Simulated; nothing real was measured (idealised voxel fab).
The document below concerns the process module designated voxel trench capacitor.
Square cell edge 5 nm, section width 225 nm, ID cut.
In what follows, cross-sections appear as grids of square cells, described through bands that run from the top down, where every band is one or more rows of cells. Basically the band line says how high the top is and how high the bottom is, in nm, and then what's in it from left to right, every material with its width in nm. Empty space shows up as "air", and if a single material carries "edge to edge" it runs the full band edge to edge. Heads up on the height convention: 0 is the point under which the incoming wafer is all one material, and the lowest band has no bottom, it just keeps going down, like "from 0 down". It should be noted that a width expressed as "30 to 40" varies in equal increments from row to row of cells within the band, taking the value of the first number at the top row and that of the second number at the bottom row. "changes: none" means the step left every cell of the cross-section as it was. Reported under the label "Enclosed void listing" are the empty spaces having no open way to the top and comprising 8 cells or more; the notation for each is width x height at distance, in which the distance is measured from the left edge and all three values are in nm. Step line, after settings: the simulator's comment on this step. "overlay nm" denotes, for a step that has a mask, the displacement of the mask to the right of its planned place, with negative values corresponding to the left.
List of planned process steps:
1) RECEIVE [material Si]
2) CONFORMAL_DEP [material SiN] [thk nm 10]
3) MASKED_ETCH [tone open] [mask id TRENCH] [width nm 15] [pitch nm 45] [etch materials SiN] [depth nm 10] [overlay nm 0]
4) MASKED_ETCH [tone open] [mask id TRENCH] [width nm 15] [pitch nm 45] [etch materials Si] [depth nm 40] [overlay nm 0]
5) CONFORMAL_DEP [material SiO2] [thk nm 5]
6) FILL_DEP [material polySi] [thk nm 5]
7) CMP [height nm 0]
Wafers differ in height nm at step 7; plan lists the first wafer's value; identical starting state.
Received wafers, first of several: cross-section after step 1:
from 0 down = Si edge to edge
Enclosed void listing: none
Wafer rows; end of module; cells per material since receipt: (+) gained, (-) lost; then closed voids:
height nm 0 | -48 Si | +34 SiO2 | +14 polySi | Enclosed void listing: none
height nm 5 | -48 Si | +39 SiN | +38 SiO2 | +16 polySi | Enclosed void listing: none
height nm 10 | -48 Si | +78 SiN | +42 SiO2 | +18 polySi | Enclosed void listing: none
height nm 15 | -48 Si | +78 SiN | +85 SiO2 | +20 polySi | Enclosed void listing: none
height nm 20 | -48 Si | +78 SiN | +85 SiO2 | +65 polySi | Enclosed void listing: none
